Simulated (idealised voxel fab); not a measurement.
Presented below is a process module, voxel self aligned contacts.
The cross-section shown here is cut; it is 240 nm wide and divided into square cells measuring 5 nm on a side.
How to read a cross-section here: the picture is a grid of square cells, written as bands going from the top down, and any band can span one or more rows of cells. Within each band entry, the heights of the top and of the bottom of the band appear first, in that order and in nm; the materials of the band then follow from left to right, each with its corresponding width in nm. The designation "throughout" on a single material indicates that it fills the band from edge to edge; the designation "empty" indicates empty space. Counting heights begins at 0, where everything beneath is, in the wafer as received, one material. The lowest band has no bottom; it goes on downwards, as "0 nm and below" shows. A width such as "30..40" changes by the same amount from each row of cells to the next, from the band's top row to its bottom row. What does "no alterations made" mean for a step? It means no cell of the cross-section changed in that step. Under "Fully closed voids" you'll find the enclosed gaps, the ones with no way out to the top, that are 8 cells or bigger; each reads width x height at distance, with distance counted from the left edge, everything in nm. That trailing text on a step's line, after the settings, is the simulator's own remark on the step. The optional step-line setting "overlay nm" applies to steps with a mask and quantifies how far to the right of its planned location the mask lay, a negative value indicating leftward placement.

# Process steps foreseen in the plan
1: RECEIVE, material Si
2: OXIDIZE, depth nm 5
3: DIRECTIONAL_DEP, material polySi, thk nm 25
4: DIRECTIONAL_DEP, material SiN, thk nm 20
5: DIRECTIONAL_DEP, material aC, thk nm 15
6: PATTERN, tone cover, mask id GATE, material resist, width nm 25, pitch nm 55, thk nm 30, overlay nm -15
7: DIRECTIONAL_ETCH, etch materials aC, depth nm 15
8: STRIP, etch materials resist
9: DIRECTIONAL_ETCH, etch materials SiN, depth nm 20
10: DIRECTIONAL_ETCH, etch materials polySi, depth nm 25
11: STRIP, etch materials aC
12: CONFORMAL_DEP, material SiN, thk nm 5
13: DIRECTIONAL_ETCH, etch materials SiN, depth nm 5
14: FILL_DEP, material SiO2, thk nm 20
15: CMP, height nm 55
16: PATTERN, tone open, mask id CONTACT, material resist, width nm 40, pitch nm 55, thk nm 20, overlay nm 0
17: DIRECTIONAL_ETCH, etch materials SiO2, depth nm 60
18: STRIP, etch materials resist
19: CONFORMAL_DEP, material TiN, thk nm 5
20: FILL_DEP, material W, thk nm 5
21: CMP, height nm 55
22: CONFORMAL_DEP, material SiCN, thk nm 5
varied across the wafers: overlay nm of step 6. The plan shows the first wafer's value. All wafers start alike

# As-received cross-section, first of several wafers, post step 1
- 0 nm and below = Si throughout
- Fully closed voids: none

# Heads up, this table goes wafer by wafer. A row tells you, at the end of the module, how many cells of each material that wafer has put on (+) or dropped (-) since it was received, and then its closed voids
overlay nm -15; -48 Si; +48 SiCN; +114 SiN; +295 SiO2; +60 TiN; +32 W; +75 polySi; Fully closed voids: none
overlay nm -10; -48 Si; +48 SiCN; +114 SiN; +275 SiO2; +60 TiN; +52 W; +75 polySi; Fully closed voids: none
overlay nm -5; -48 Si; +48 SiCN; +114 SiN; +275 SiO2; +60 TiN; +52 W; +75 polySi; Fully closed voids: none
overlay nm 0; -48 Si; +48 SiCN; +114 SiN; +275 SiO2; +60 TiN; +52 W; +75 polySi; Fully closed voids: none
overlay nm 5; -48 Si; +48 SiCN; +114 SiN; +275 SiO2; +60 TiN; +52 W; +75 polySi; Fully closed voids: none
overlay nm 10; -48 Si; +48 SiCN; +114 SiN; +275 SiO2; +60 TiN; +52 W; +75 polySi; Fully closed voids: none
overlay nm 15; -48 Si; +48 SiCN; +114 SiN; +295 SiO2; +60 TiN; +32 W; +75 polySi; Fully closed voids: none
